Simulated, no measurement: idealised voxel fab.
A process module follows: voxel plated lines.
The cross-section shown here is cut; it is 285 nm wide and divided into square cells measuring 5 nm on a side.
When this document writes out a cross-section, it uses a grid of square cells and lists it as bands, beginning at the top and moving down, with a band standing for one or more rows of cells.
Band: top and bottom heights (nm) first, top before bottom; then materials from left to right, widths in nm. "all across" marks a sole material filling the band edge to edge. "empty" denotes empty space.
Zero point of the height axis is 0; under it, received wafer = one material. Lowest band: continues down indefinitely, "0 nm and below".
The notation "30 to 40" denotes a width that varies across the rows of cells in the band, beginning at the first number in the top row, finishing at the second number in the bottom row, and changing by an identical amount from each row to the next.
Given "no change occurred" for a step, no cell of the cross-section differs between before and after that step.
"Sealed voids" enumerates empty spaces isolated from the top, with no open way to it, that contain at least 8 cells, giving each as width x height at distance from the left edge, all three in nm.
Past the settings on a step's line: simulator remark, on that step.
overlay nm: for a step with a mask, the amount by which the mask lay right of where it was planned; a negative amount means left of it.

# Process steps (planned)
step 1: RECEIVE,material Si
step 2: CONFORMAL_DEP,material SiN,thk nm 10
step 3: DIRECTIONAL_DEP,material TiN,thk nm 5
step 4: PATTERN,tone open,mask id LINES,material resist,width nm 20,pitch nm 40,thk nm 15,overlay nm 0
step 5: EPI,material Ru,thk nm 10
step 6: STRIP,etch materials resist
step 7: DIRECTIONAL_ETCH,etch materials TiN,depth nm 5
step 8: CONFORMAL_DEP,material SiN,thk nm 10

# Wafer as received: cross-section following step 1
0 nm and below = Si all across
Sealed voids: none

# first wafer at the end, as planned
35 nm to 25 nm = 100 nm empty  80 nm SiN  105 nm empty
25 nm to 20 nm = 100 nm empty  10 nm SiN  20 nm Ru  20 nm SiN  20 nm Ru  10 nm SiN  105 nm empty
20 nm to 15 nm = 110 nm SiN  20 nm Ru  20 nm SiN  20 nm Ru  115 nm SiN
15 nm to 10 nm = 110 nm SiN  20 nm TiN  20 nm SiN  20 nm TiN  115 nm SiN
10 nm to 0 nm = SiN all across
0 nm and below = Si all across
Sealed voids: none

# Cross-section at end of module for the second wafer of two, which matched the first in starting point and plan and differed by one mistake in its processing
25 nm to 5 nm = SiN all across
5 nm to 0 nm = TiN all across
0 nm and below = Si all across
Sealed voids: none
Deviation from plan: the intended sequence of steps 2 and 3 was reversed during processing, with each occupying the position of the other
Final difference in cells, second wafer against first, listed per material as more or fewer: Ru: 16 fewer | SiN: 24 fewer | TiN: 49 more
